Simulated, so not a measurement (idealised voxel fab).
process module | voxel wiring stack
cross-section cut | 195 nm wide | cells 5 nm
A cross-section is a grid of square cells, given in bands from the top down. A band is one or more rows of cells.
Each band's line starts with the height of the band's top and of its bottom, in nm. Then come its materials from left to right, each with its width in nm. One material with "throughout" fills the band from edge to edge. "air" is empty space.
Height 0 is the level under which the wafer as received is all one material. The lowest band goes on downwards, as in "0 down".
A width such as "30 to 40" changes by the same amount from each row of cells to the next, from the band's top row to its bottom row.
"no change" after a step means that no cell of the cross-section changed.
closed voids: empty space of 8 cells or more with no open way to the top, each as width x height at its distance from the left edge, in nm
after a step's settings: what the simulator itself notes on the step
overlay nm, on a step with a mask: how far to the right of its planned place the mask lay; to the left if negative
plan
1 op RECEIVE | material Si
2 op CONFORMAL_DEP | material SiO2 | thk nm 15
3 op DIRECTIONAL_DEP | material TiN | thk nm 5
4 op DIRECTIONAL_DEP | material Ru | thk nm 20
5 op PATTERN | tone cover | mask id METAL_1 | material resist | width nm 20 | pitch nm 45 | thk nm 20 | overlay nm 0
6 op DIRECTIONAL_ETCH | etch materials Ru | depth nm 20
7 op DIRECTIONAL_ETCH | etch materials TiN | depth nm 5
8 op STRIP | etch materials resist
9 op FILL_DEP | material lowk | thk nm 10
10 op CMP | height nm 40
11 op CONFORMAL_DEP | material SiCN | thk nm 5
12 op DIRECTIONAL_DEP | material lowk | thk nm 15
13 op DIRECTIONAL_DEP | material aC | thk nm 15
14 op PATTERN | tone open | mask id PLUG_1 | material resist | width nm 15 | pitch nm 45 | thk nm 35 | overlay nm 0
15 op DIRECTIONAL_ETCH | etch materials aC | depth nm 15
16 op STRIP | etch materials resist
17 op DIRECTIONAL_ETCH | etch materials lowk | depth nm 15
18 op DIRECTIONAL_ETCH | etch materials SiCN | depth nm 5
19 op STRIP | etch materials aC
20 op EPI | material Ru | thk nm 10
21 op EPI | material Ru | thk nm 10
22 op CONFORMAL_DEP | material SiN | thk nm 5
23 op DIRECTIONAL_DEP | material SiO2 | thk nm 15
24 op DIRECTIONAL_DEP | material aC | thk nm 10
25 op PATTERN | tone open | mask id METAL_2 | material resist | width nm 20 | pitch nm 45 | thk nm 30 | overlay nm 0
26 op DIRECTIONAL_ETCH | etch materials aC | depth nm 10
27 op STRIP | etch materials resist
28 op DIRECTIONAL_ETCH | etch materials SiO2 | depth nm 15
29 op DIRECTIONAL_ETCH | etch materials SiN | depth nm 5
30 op STRIP | etch materials aC
31 op CONFORMAL_DEP | material TiN | thk nm 5
32 op FILL_DEP | material Cu | thk nm 10
33 op CMP | height nm 80
34 op CONFORMAL_DEP | material SiCN | thk nm 5
35 op DIRECTIONAL_DEP | material lowk | thk nm 30
36 op DIRECTIONAL_DEP | material aC | thk nm 15
37 op PATTERN | tone open | mask id METAL_3 | material resist | width nm 20 | pitch nm 45 | thk nm 35 | overlay nm 0
38 op DIRECTIONAL_ETCH | etch materials aC | depth nm 15
39 op STRIP | etch materials resist
40 op DIRECTIONAL_ETCH | etch materials lowk | depth nm 15
41 op STRIP | etch materials aC
42 op MASKED_ETCH | tone open | mask id METAL_3_HOLES | width nm 15 | pitch nm 45 | etch materials lowk | depth nm 15 | overlay nm 0
43 op MASKED_ETCH | tone open | mask id METAL_3_HOLES | width nm 15 | pitch nm 45 | etch materials SiCN | depth nm 5 | overlay nm 0
44 op CONFORMAL_DEP | material TiN | thk nm 5
45 op FILL_DEP | material Cu | thk nm 5
46 op CMP | height nm 115
47 op CONFORMAL_DEP | material SiCN | thk nm 5
48 op DIRECTIONAL_DEP | material lowk | thk nm 10
49 op MASKED_ETCH | tone open | mask id PLUG_3 | width nm 15 | pitch nm 45 | etch materials lowk | depth nm 10 | overlay nm 0
50 op MASKED_ETCH | tone open | mask id PLUG_3 | width nm 15 | pitch nm 45 | etch materials SiCN | depth nm 5 | overlay nm 0
51 op CONFORMAL_DEP | material TiN | thk nm 5
52 op FILL_DEP | material Cu | thk nm 5
53 op CMP | height nm 130
54 op CONFORMAL_DEP | material SiCN | thk nm 5
55 op DIRECTIONAL_DEP | material SiO2 | thk nm 25
56 op DIRECTIONAL_DEP | material aC | thk nm 10
57 op PATTERN | tone open | mask id METAL_4 | material resist | width nm 20 | pitch nm 45 | thk nm 25 | overlay nm 0
58 op DIRECTIONAL_ETCH | etch materials aC | depth nm 10
59 op STRIP | etch materials resist
60 op DIRECTIONAL_ETCH | etch materials SiO2 | depth nm 25
61 op DIRECTIONAL_ETCH | etch materials SiCN | depth nm 5
62 op STRIP | etch materials aC
63 op CONFORMAL_DEP | material TiN | thk nm 5
64 op FILL_DEP | material Cu | thk nm 5
65 op CMP | height nm 160
66 op CONFORMAL_DEP | material SiCN | thk nm 5
first wafer, as planned
as received, after step 1
  0 down: Si throughout
  closed voids: none
after step 2
  15 to 0: SiO2 throughout
  below 0: unchanged
after step 3
  20 to 15: TiN throughout
  below 15: unchanged
after step 4
  40 to 20: Ru throughout
  below 20: unchanged
after step 5
  60 to 40: air 40 | resist 20 | air 25 | resist 20 | air 25 | resist 20 | air 45
  below 40: unchanged
after step 6
  60 to 40: air 40 | resist 20 | air 25 | resist 20 | air 25 | resist 20 | air 45
  40 to 20: air 40 | Ru 20 | air 25 | Ru 20 | air 25 | Ru 20 | air 45
  below 20: unchanged
after step 7
  60 to 40: air 40 | resist 20 | air 25 | resist 20 | air 25 | resist 20 | air 45
  40 to 20: air 40 | Ru 20 | air 25 | Ru 20 | air 25 | Ru 20 | air 45
  20 to 15: air 40 | TiN 20 | air 25 | TiN 20 | air 25 | TiN 20 | air 45
  below 15: unchanged
after step 8
  40 to 20: air 40 | Ru 20 | air 25 | Ru 20 | air 25 | Ru 20 | air 45
  below 20: unchanged
after step 9
  50 to 40: lowk throughout
  40 to 20: lowk 40 | Ru 20 | lowk 25 | Ru 20 | lowk 25 | Ru 20 | lowk 45
  20 to 15: lowk 40 | TiN 20 | lowk 25 | TiN 20 | lowk 25 | TiN 20 | lowk 45
  below 15: unchanged
after step 10
  40 to 20: lowk 40 | Ru 20 | lowk 25 | Ru 20 | lowk 25 | Ru 20 | lowk 45
  below 20: unchanged
after step 11
  45 to 40: SiCN throughout
  below 40: unchanged
after step 12
  60 to 45: lowk throughout
  below 45: unchanged
after step 13
  75 to 60: aC throughout
  below 60: unchanged
after step 14
  110 to 75: resist 40 | air 15 | resist 30 | air 15 | resist 30 | air 15 | resist 50
  below 75: unchanged
after step 15
  95 to 75: resist 40 | air 15 | resist 30 | air 15 | resist 30 | air 15 | resist 50
  75 to 60: aC 40 | air 15 | aC 30 | air 15 | aC 30 | air 15 | aC 50
  below 60: unchanged
after step 16
  75 to 60: aC 40 | air 15 | aC 30 | air 15 | aC 30 | air 15 | aC 50
  below 60: unchanged
after step 17
  75 to 60: aC 40 | air 15 | aC 30 | air 15 | aC 30 | air 15 | aC 50
  60 to 45: lowk 40 | air 15 | lowk 30 | air 15 | lowk 30 | air 15 | lowk 50
  below 45: unchanged
after step 18
  75 to 60: aC 40 | air 15 | aC 30 | air 15 | aC 30 | air 15 | aC 50
  60 to 45: lowk 40 | air 15 | lowk 30 | air 15 | lowk 30 | air 15 | lowk 50
  45 to 40: SiCN 40 | air 15 | SiCN 30 | air 15 | SiCN 30 | air 15 | SiCN 50
  below 40: unchanged
after step 19
  60 to 45: lowk 40 | air 15 | lowk 30 | air 15 | lowk 30 | air 15 | lowk 50
  below 45: unchanged
after step 20
  60 to 50: lowk 40 | air 15 | lowk 30 | air 15 | lowk 30 | air 15 | lowk 50
  50 to 45: lowk 40 | Ru 15 | lowk 30 | Ru 15 | lowk 30 | Ru 15 | lowk 50
  45 to 40: SiCN 40 | Ru 15 | SiCN 30 | Ru 15 | SiCN 30 | Ru 15 | SiCN 50
  below 40: unchanged
after step 21
  60 to 45: lowk 40 | Ru 15 | lowk 30 | Ru 15 | lowk 30 | Ru 15 | lowk 50
  below 45: unchanged
after step 22
  65 to 60: SiN throughout
  below 60: unchanged
after step 23
  80 to 65: SiO2 throughout
  below 65: unchanged
after step 24
  90 to 80: aC throughout
  below 80: unchanged
after step 25
  120 to 90: resist 40 | air 20 | resist 25 | air 20 | resist 25 | air 20 | resist 45
  below 90: unchanged
after step 26
  110 to 90: resist 40 | air 20 | resist 25 | air 20 | resist 25 | air 20 | resist 45
  90 to 80: aC 40 | air 20 | aC 25 | air 20 | aC 25 | air 20 | aC 45
  below 80: unchanged
after step 27
  90 to 80: aC 40 | air 20 | aC 25 | air 20 | aC 25 | air 20 | aC 45
  below 80: unchanged
after step 28
  90 to 80: aC 40 | air 20 | aC 25 | air 20 | aC 25 | air 20 | aC 45
  80 to 65: SiO2 40 | air 20 | SiO2 25 | air 20 | SiO2 25 | air 20 | SiO2 45
  below 65: unchanged
after step 29
  90 to 80: aC 40 | air 20 | aC 25 | air 20 | aC 25 | air 20 | aC 45
  80 to 65: SiO2 40 | air 20 | SiO2 25 | air 20 | SiO2 25 | air 20 | SiO2 45
  65 to 60: SiN 40 | air 20 | SiN 25 | air 20 | SiN 25 | air 20 | SiN 45
  below 60: unchanged
after step 30
  80 to 65: SiO2 40 | air 20 | SiO2 25 | air 20 | SiO2 25 | air 20 | SiO2 45
  below 65: unchanged
after step 31
  85 to 80: TiN 45 | air 10 | TiN 35 | air 10 | TiN 35 | air 10 | TiN 50
  80 to 65: SiO2 40 | TiN 5 | air 10 | TiN 5 | SiO2 25 | TiN 5 | air 10 | TiN 5 | SiO2 25 | TiN 5 | air 10 | TiN 5 | SiO2 45
  65 to 60: SiN 40 | TiN 20 | SiN 25 | TiN 20 | SiN 25 | TiN 20 | SiN 45
  below 60: unchanged
after step 32
  95 to 85: Cu throughout
  85 to 80: TiN 45 | Cu 10 | TiN 35 | Cu 10 | TiN 35 | Cu 10 | TiN 50
  80 to 65: SiO2 40 | TiN 5 | Cu 10 | TiN 5 | SiO2 25 | TiN 5 | Cu 10 | TiN 5 | SiO2 25 | TiN 5 | Cu 10 | TiN 5 | SiO2 45
  below 65: unchanged
after step 33
  80 to 65: SiO2 40 | TiN 5 | Cu 10 | TiN 5 | SiO2 25 | TiN 5 | Cu 10 | TiN 5 | SiO2 25 | TiN 5 | Cu 10 | TiN 5 | SiO2 45
  below 65: unchanged
after step 34
  85 to 80: SiCN throughout
  below 80: unchanged
after step 35
  115 to 85: lowk throughout
  below 85: unchanged
after step 36
  130 to 115: aC throughout
  below 115: unchanged
after step 37
  165 to 130: resist 40 | air 20 | resist 25 | air 20 | resist 25 | air 20 | resist 45
  below 130: unchanged
after step 38
  150 to 130: resist 40 | air 20 | resist 25 | air 20 | resist 25 | air 20 | resist 45
  130 to 115: aC 40 | air 20 | aC 25 | air 20 | aC 25 | air 20 | aC 45
  below 115: unchanged
after step 39
  130 to 115: aC 40 | air 20 | aC 25 | air 20 | aC 25 | air 20 | aC 45
  below 115: unchanged
after step 40
  130 to 115: aC 40 | air 20 | aC 25 | air 20 | aC 25 | air 20 | aC 45
  115 to 100: lowk 40 | air 20 | lowk 25 | air 20 | lowk 25 | air 20 | lowk 45
  below 100: unchanged
after step 41
  115 to 100: lowk 40 | air 20 | lowk 25 | air 20 | lowk 25 | air 20 | lowk 45
  below 100: unchanged
after step 42
  115 to 100: lowk 40 | air 20 | lowk 25 | air 20 | lowk 25 | air 20 | lowk 45
  100 to 85: lowk 40 | air 15 | lowk 30 | air 15 | lowk 30 | air 15 | lowk 50
  below 85: unchanged
after step 43
  115 to 100: lowk 40 | air 20 | lowk 25 | air 20 | lowk 25 | air 20 | lowk 45
  100 to 85: lowk 40 | air 15 | lowk 30 | air 15 | lowk 30 | air 15 | lowk 50
  85 to 80: SiCN 40 | air 15 | SiCN 30 | air 15 | SiCN 30 | air 15 | SiCN 50
  below 80: unchanged
after step 44
  120 to 115: TiN 45 | air 10 | TiN 35 | air 10 | TiN 35 | air 10 | TiN 50
  115 to 105: lowk 40 | TiN 5 | air 10 | TiN 5 | lowk 25 | TiN 5 | air 10 | TiN 5 | lowk 25 | TiN 5 | air 10 | TiN 5 | lowk 45
  105 to 100: lowk 40 | TiN 5 | air 5 | TiN 10 | lowk 25 | TiN 5 | air 5 | TiN 10 | lowk 25 | TiN 5 | air 5 | TiN 10 | lowk 45
  100 to 85: lowk 40 | TiN 5 | air 5 | TiN 5 | lowk 30 | TiN 5 | air 5 | TiN 5 | lowk 30 | TiN 5 | air 5 | TiN 5 | lowk 50
  85 to 80: SiCN 40 | TiN 15 | SiCN 30 | TiN 15 | SiCN 30 | TiN 15 | SiCN 50
  below 80: unchanged
after step 45
  125 to 120: Cu throughout
  120 to 115: TiN 45 | Cu 10 | TiN 35 | Cu 10 | TiN 35 | Cu 10 | TiN 50
  115 to 105: lowk 40 | TiN 5 | Cu 10 | TiN 5 | lowk 25 | TiN 5 | Cu 10 | TiN 5 | lowk 25 | TiN 5 | Cu 10 | TiN 5 | lowk 45
  105 to 100: lowk 40 | TiN 5 | Cu 5 | TiN 10 | lowk 25 | TiN 5 | Cu 5 | TiN 10 | lowk 25 | TiN 5 | Cu 5 | TiN 10 | lowk 45
  100 to 85: lowk 40 | TiN 5 | Cu 5 | TiN 5 | lowk 30 | TiN 5 | Cu 5 | TiN 5 | lowk 30 | TiN 5 | Cu 5 | TiN 5 | lowk 50
  below 85: unchanged
after step 46
  115 to 105: lowk 40 | TiN 5 | Cu 10 | TiN 5 | lowk 25 | TiN 5 | Cu 10 | TiN 5 | lowk 25 | TiN 5 | Cu 10 | TiN 5 | lowk 45
  below 105: unchanged
after step 47
  120 to 115: SiCN throughout
  below 115: unchanged
after step 48
  130 to 120: lowk throughout
  below 120: unchanged
after step 49
  130 to 120: lowk 40 | air 15 | lowk 30 | air 15 | lowk 30 | air 15 | lowk 50
  below 120: unchanged
after step 50
  130 to 120: lowk 40 | air 15 | lowk 30 | air 15 | lowk 30 | air 15 | lowk 50
  120 to 115: SiCN 40 | air 15 | SiCN 30 | air 15 | SiCN 30 | air 15 | SiCN 50
  below 115: unchanged
after step 51
  135 to 130: TiN 45 | air 5 | TiN 40 | air 5 | TiN 40 | air 5 | TiN 55
  130 to 120: lowk 40 | TiN 5 | air 5 | TiN 5 | lowk 30 | TiN 5 | air 5 | TiN 5 | lowk 30 | TiN 5 | air 5 | TiN 5 | lowk 50
  120 to 115: SiCN 40 | TiN 15 | SiCN 30 | TiN 15 | SiCN 30 | TiN 15 | SiCN 50
  below 115: unchanged
after step 52
  140 to 135: Cu throughout
  135 to 130: TiN 45 | Cu 5 | TiN 40 | Cu 5 | TiN 40 | Cu 5 | TiN 55
  130 to 120: lowk 40 | TiN 5 | Cu 5 | TiN 5 | lowk 30 | TiN 5 | Cu 5 | TiN 5 | lowk 30 | TiN 5 | Cu 5 | TiN 5 | lowk 50
  below 120: unchanged
after step 53
  130 to 120: lowk 40 | TiN 5 | Cu 5 | TiN 5 | lowk 30 | TiN 5 | Cu 5 | TiN 5 | lowk 30 | TiN 5 | Cu 5 | TiN 5 | lowk 50
  below 120: unchanged
after step 54
  135 to 130: SiCN throughout
  below 130: unchanged
after step 55
  160 to 135: SiO2 throughout
  below 135: unchanged
after step 56
  170 to 160: aC throughout
  below 160: unchanged
after step 57
  195 to 170: resist 40 | air 20 | resist 25 | air 20 | resist 25 | air 20 | resist 45
  below 170: unchanged
after step 58
  185 to 170: resist 40 | air 20 | resist 25 | air 20 | resist 25 | air 20 | resist 45
  170 to 160: aC 40 | air 20 | aC 25 | air 20 | aC 25 | air 20 | aC 45
  below 160: unchanged
after step 59
  170 to 160: aC 40 | air 20 | aC 25 | air 20 | aC 25 | air 20 | aC 45
  below 160: unchanged
after step 60
  170 to 160: aC 40 | air 20 | aC 25 | air 20 | aC 25 | air 20 | aC 45
  160 to 135: SiO2 40 | air 20 | SiO2 25 | air 20 | SiO2 25 | air 20 | SiO2 45
  below 135: unchanged
after step 61
  170 to 160: aC 40 | air 20 | aC 25 | air 20 | aC 25 | air 20 | aC 45
  160 to 135: SiO2 40 | air 20 | SiO2 25 | air 20 | SiO2 25 | air 20 | SiO2 45
  135 to 130: SiCN 40 | air 20 | SiCN 25 | air 20 | SiCN 25 | air 20 | SiCN 45
  below 130: unchanged
after step 62
  160 to 135: SiO2 40 | air 20 | SiO2 25 | air 20 | SiO2 25 | air 20 | SiO2 45
  below 135: unchanged
after step 63
  165 to 160: TiN 45 | air 10 | TiN 35 | air 10 | TiN 35 | air 10 | TiN 50
  160 to 135: SiO2 40 | TiN 5 | air 10 | TiN 5 | SiO2 25 | TiN 5 | air 10 | TiN 5 | SiO2 25 | TiN 5 | air 10 | TiN 5 | SiO2 45
  135 to 130: SiCN 40 | TiN 20 | SiCN 25 | TiN 20 | SiCN 25 | TiN 20 | SiCN 45
  below 130: unchanged
after step 64
  170 to 165: Cu throughout
  165 to 160: TiN 45 | Cu 10 | TiN 35 | Cu 10 | TiN 35 | Cu 10 | TiN 50
  160 to 135: SiO2 40 | TiN 5 | Cu 10 | TiN 5 | SiO2 25 | TiN 5 | Cu 10 | TiN 5 | SiO2 25 | TiN 5 | Cu 10 | TiN 5 | SiO2 45
  below 135: unchanged
after step 65
  160 to 135: SiO2 40 | TiN 5 | Cu 10 | TiN 5 | SiO2 25 | TiN 5 | Cu 10 | TiN 5 | SiO2 25 | TiN 5 | Cu 10 | TiN 5 | SiO2 45
  below 135: unchanged
after step 66
  165 to 160: SiCN throughout
  below 160: unchanged
second wafer: like start, like plan, one mistake. Through step 12 it matches the first wafer
when step 13 should have ended
  75 to 60: Cu throughout
  below 60: unchanged
when step 14 should have ended
  110 to 75: resist 40 | air 15 | resist 30 | air 15 | resist 30 | air 15 | resist 50
  below 75: unchanged
when step 15 should have ended
  95 to 75: resist 40 | air 15 | resist 30 | air 15 | resist 30 | air 15 | resist 50
  below 75: unchanged
when step 16 should have ended
  75 to 60: Cu throughout
  below 60: unchanged
when step 17 should have ended: no change
when step 18 should have ended: no change
when step 19 should have ended: no change
when step 20 should have ended
  85 to 75: Ru throughout
  below 75: unchanged
when step 21 should have ended
  95 to 75: Ru throughout
  below 75: unchanged
when step 22 should have ended
  100 to 95: SiN throughout
  below 95: unchanged
when step 23 should have ended
  115 to 100: SiO2 throughout
  below 100: unchanged
when step 24 should have ended
  125 to 115: aC throughout
  below 115: unchanged
when step 25 should have ended
  155 to 125: resist 40 | air 20 | resist 25 | air 20 | resist 25 | air 20 | resist 45
  below 125: unchanged
when step 26 should have ended
  145 to 125: resist 40 | air 20 | resist 25 | air 20 | resist 25 | air 20 | resist 45
  125 to 115: aC 40 | air 20 | aC 25 | air 20 | aC 25 | air 20 | aC 45
  below 115: unchanged
when step 27 should have ended
  125 to 115: aC 40 | air 20 | aC 25 | air 20 | aC 25 | air 20 | aC 45
  below 115: unchanged
when step 28 should have ended
  125 to 115: aC 40 | air 20 | aC 25 | air 20 | aC 25 | air 20 | aC 45
  115 to 100: SiO2 40 | air 20 | SiO2 25 | air 20 | SiO2 25 | air 20 | SiO2 45
  below 100: unchanged
when step 29 should have ended
  125 to 115: aC 40 | air 20 | aC 25 | air 20 | aC 25 | air 20 | aC 45
  115 to 100: SiO2 40 | air 20 | SiO2 25 | air 20 | SiO2 25 | air 20 | SiO2 45
  100 to 95: SiN 40 | air 20 | SiN 25 | air 20 | SiN 25 | air 20 | SiN 45
  below 95: unchanged
when step 30 should have ended
  115 to 100: SiO2 40 | air 20 | SiO2 25 | air 20 | SiO2 25 | air 20 | SiO2 45
  below 100: unchanged
when step 31 should have ended
  120 to 115: TiN 45 | air 10 | TiN 35 | air 10 | TiN 35 | air 10 | TiN 50
  115 to 100: SiO2 40 | TiN 5 | air 10 | TiN 5 | SiO2 25 | TiN 5 | air 10 | TiN 5 | SiO2 25 | TiN 5 | air 10 | TiN 5 | SiO2 45
  100 to 95: SiN 40 | TiN 20 | SiN 25 | TiN 20 | SiN 25 | TiN 20 | SiN 45
  below 95: unchanged
when step 32 should have ended
  130 to 120: Cu throughout
  120 to 115: TiN 45 | Cu 10 | TiN 35 | Cu 10 | TiN 35 | Cu 10 | TiN 50
  115 to 100: SiO2 40 | TiN 5 | Cu 10 | TiN 5 | SiO2 25 | TiN 5 | Cu 10 | TiN 5 | SiO2 25 | TiN 5 | Cu 10 | TiN 5 | SiO2 45
  below 100: unchanged
when step 33 should have ended
  80 to 75: Ru throughout
  below 75: unchanged
when step 34 should have ended
  85 to 80: SiCN throughout
  below 80: unchanged
when step 35 should have ended
  115 to 85: lowk throughout
  below 85: unchanged
when step 36 should have ended
  130 to 115: aC throughout
  below 115: unchanged
when step 37 should have ended
  165 to 130: resist 40 | air 20 | resist 25 | air 20 | resist 25 | air 20 | resist 45
  below 130: unchanged
when step 38 should have ended
  150 to 130: resist 40 | air 20 | resist 25 | air 20 | resist 25 | air 20 | resist 45
  130 to 115: aC 40 | air 20 | aC 25 | air 20 | aC 25 | air 20 | aC 45
  below 115: unchanged
when step 39 should have ended
  130 to 115: aC 40 | air 20 | aC 25 | air 20 | aC 25 | air 20 | aC 45
  below 115: unchanged
when step 40 should have ended
  130 to 115: aC 40 | air 20 | aC 25 | air 20 | aC 25 | air 20 | aC 45
  115 to 100: lowk 40 | air 20 | lowk 25 | air 20 | lowk 25 | air 20 | lowk 45
  below 100: unchanged
when step 41 should have ended
  115 to 100: lowk 40 | air 20 | lowk 25 | air 20 | lowk 25 | air 20 | lowk 45
  below 100: unchanged
when step 42 should have ended
  115 to 100: lowk 40 | air 20 | lowk 25 | air 20 | lowk 25 | air 20 | lowk 45
  100 to 85: lowk 40 | air 15 | lowk 30 | air 15 | lowk 30 | air 15 | lowk 50
  below 85: unchanged
when step 43 should have ended
  115 to 100: lowk 40 | air 20 | lowk 25 | air 20 | lowk 25 | air 20 | lowk 45
  100 to 85: lowk 40 | air 15 | lowk 30 | air 15 | lowk 30 | air 15 | lowk 50
  85 to 80: SiCN 40 | air 15 | SiCN 30 | air 15 | SiCN 30 | air 15 | SiCN 50
  below 80: unchanged
when step 44 should have ended
  120 to 115: TiN 45 | air 10 | TiN 35 | air 10 | TiN 35 | air 10 | TiN 50
  115 to 105: lowk 40 | TiN 5 | air 10 | TiN 5 | lowk 25 | TiN 5 | air 10 | TiN 5 | lowk 25 | TiN 5 | air 10 | TiN 5 | lowk 45
  105 to 100: lowk 40 | TiN 5 | air 5 | TiN 10 | lowk 25 | TiN 5 | air 5 | TiN 10 | lowk 25 | TiN 5 | air 5 | TiN 10 | lowk 45
  100 to 85: lowk 40 | TiN 5 | air 5 | TiN 5 | lowk 30 | TiN 5 | air 5 | TiN 5 | lowk 30 | TiN 5 | air 5 | TiN 5 | lowk 50
  85 to 80: SiCN 40 | TiN 15 | SiCN 30 | TiN 15 | SiCN 30 | TiN 15 | SiCN 50
  below 80: unchanged
when step 45 should have ended
  125 to 120: Cu throughout
  120 to 115: TiN 45 | Cu 10 | TiN 35 | Cu 10 | TiN 35 | Cu 10 | TiN 50
  115 to 105: lowk 40 | TiN 5 | Cu 10 | TiN 5 | lowk 25 | TiN 5 | Cu 10 | TiN 5 | lowk 25 | TiN 5 | Cu 10 | TiN 5 | lowk 45
  105 to 100: lowk 40 | TiN 5 | Cu 5 | TiN 10 | lowk 25 | TiN 5 | Cu 5 | TiN 10 | lowk 25 | TiN 5 | Cu 5 | TiN 10 | lowk 45
  100 to 85: lowk 40 | TiN 5 | Cu 5 | TiN 5 | lowk 30 | TiN 5 | Cu 5 | TiN 5 | lowk 30 | TiN 5 | Cu 5 | TiN 5 | lowk 50
  below 85: unchanged
when step 46 should have ended
  115 to 105: lowk 40 | TiN 5 | Cu 10 | TiN 5 | lowk 25 | TiN 5 | Cu 10 | TiN 5 | lowk 25 | TiN 5 | Cu 10 | TiN 5 | lowk 45
  below 105: unchanged
when step 47 should have ended
  120 to 115: SiCN throughout
  below 115: unchanged
when step 48 should have ended
  130 to 120: lowk throughout
  below 120: unchanged
when step 49 should have ended
  130 to 120: lowk 40 | air 15 | lowk 30 | air 15 | lowk 30 | air 15 | lowk 50
  below 120: unchanged
when step 50 should have ended
  130 to 120: lowk 40 | air 15 | lowk 30 | air 15 | lowk 30 | air 15 | lowk 50
  120 to 115: SiCN 40 | air 15 | SiCN 30 | air 15 | SiCN 30 | air 15 | SiCN 50
  below 115: unchanged
when step 51 should have ended
  135 to 130: TiN 45 | air 5 | TiN 40 | air 5 | TiN 40 | air 5 | TiN 55
  130 to 120: lowk 40 | TiN 5 | air 5 | TiN 5 | lowk 30 | TiN 5 | air 5 | TiN 5 | lowk 30 | TiN 5 | air 5 | TiN 5 | lowk 50
  120 to 115: SiCN 40 | TiN 15 | SiCN 30 | TiN 15 | SiCN 30 | TiN 15 | SiCN 50
  below 115: unchanged
when step 52 should have ended
  140 to 135: Cu throughout
  135 to 130: TiN 45 | Cu 5 | TiN 40 | Cu 5 | TiN 40 | Cu 5 | TiN 55
  130 to 120: lowk 40 | TiN 5 | Cu 5 | TiN 5 | lowk 30 | TiN 5 | Cu 5 | TiN 5 | lowk 30 | TiN 5 | Cu 5 | TiN 5 | lowk 50
  below 120: unchanged
when step 53 should have ended
  130 to 120: lowk 40 | TiN 5 | Cu 5 | TiN 5 | lowk 30 | TiN 5 | Cu 5 | TiN 5 | lowk 30 | TiN 5 | Cu 5 | TiN 5 | lowk 50
  below 120: unchanged
when step 54 should have ended
  135 to 130: SiCN throughout
  below 130: unchanged
when step 55 should have ended
  160 to 135: SiO2 throughout
  below 135: unchanged
when step 56 should have ended
  170 to 160: aC throughout
  below 160: unchanged
when step 57 should have ended
  195 to 170: resist 40 | air 20 | resist 25 | air 20 | resist 25 | air 20 | resist 45
  below 170: unchanged
when step 58 should have ended
  185 to 170: resist 40 | air 20 | resist 25 | air 20 | resist 25 | air 20 | resist 45
  170 to 160: aC 40 | air 20 | aC 25 | air 20 | aC 25 | air 20 | aC 45
  below 160: unchanged
when step 59 should have ended
  170 to 160: aC 40 | air 20 | aC 25 | air 20 | aC 25 | air 20 | aC 45
  below 160: unchanged
when step 60 should have ended
  170 to 160: aC 40 | air 20 | aC 25 | air 20 | aC 25 | air 20 | aC 45
  160 to 135: SiO2 40 | air 20 | SiO2 25 | air 20 | SiO2 25 | air 20 | SiO2 45
  below 135: unchanged
when step 61 should have ended
  170 to 160: aC 40 | air 20 | aC 25 | air 20 | aC 25 | air 20 | aC 45
  160 to 135: SiO2 40 | air 20 | SiO2 25 | air 20 | SiO2 25 | air 20 | SiO2 45
  135 to 130: SiCN 40 | air 20 | SiCN 25 | air 20 | SiCN 25 | air 20 | SiCN 45
  below 130: unchanged
when step 62 should have ended
  160 to 135: SiO2 40 | air 20 | SiO2 25 | air 20 | SiO2 25 | air 20 | SiO2 45
  below 135: unchanged
when step 63 should have ended
  165 to 160: TiN 45 | air 10 | TiN 35 | air 10 | TiN 35 | air 10 | TiN 50
  160 to 135: SiO2 40 | TiN 5 | air 10 | TiN 5 | SiO2 25 | TiN 5 | air 10 | TiN 5 | SiO2 25 | TiN 5 | air 10 | TiN 5 | SiO2 45
  135 to 130: SiCN 40 | TiN 20 | SiCN 25 | TiN 20 | SiCN 25 | TiN 20 | SiCN 45
  below 130: unchanged
when step 64 should have ended
  170 to 165: Cu throughout
  165 to 160: TiN 45 | Cu 10 | TiN 35 | Cu 10 | TiN 35 | Cu 10 | TiN 50
  160 to 135: SiO2 40 | TiN 5 | Cu 10 | TiN 5 | SiO2 25 | TiN 5 | Cu 10 | TiN 5 | SiO2 25 | TiN 5 | Cu 10 | TiN 5 | SiO2 45
  below 135: unchanged
when step 65 should have ended
  160 to 135: SiO2 40 | TiN 5 | Cu 10 | TiN 5 | SiO2 25 | TiN 5 | Cu 10 | TiN 5 | SiO2 25 | TiN 5 | Cu 10 | TiN 5 | SiO2 45
  below 135: unchanged
when step 66 should have ended
  165 to 160: SiCN throughout
  below 160: unchanged
what went wrong: step 13 ran as: op DIRECTIONAL_DEP | material Cu | thk nm 15
at the end the second wafer has, in cells: 99 more of Cu | 3 more of Ru | 9 more of SiCN | 27 fewer of SiN | 81 fewer of SiO2 | 30 fewer of TiN | 27 more of lowk
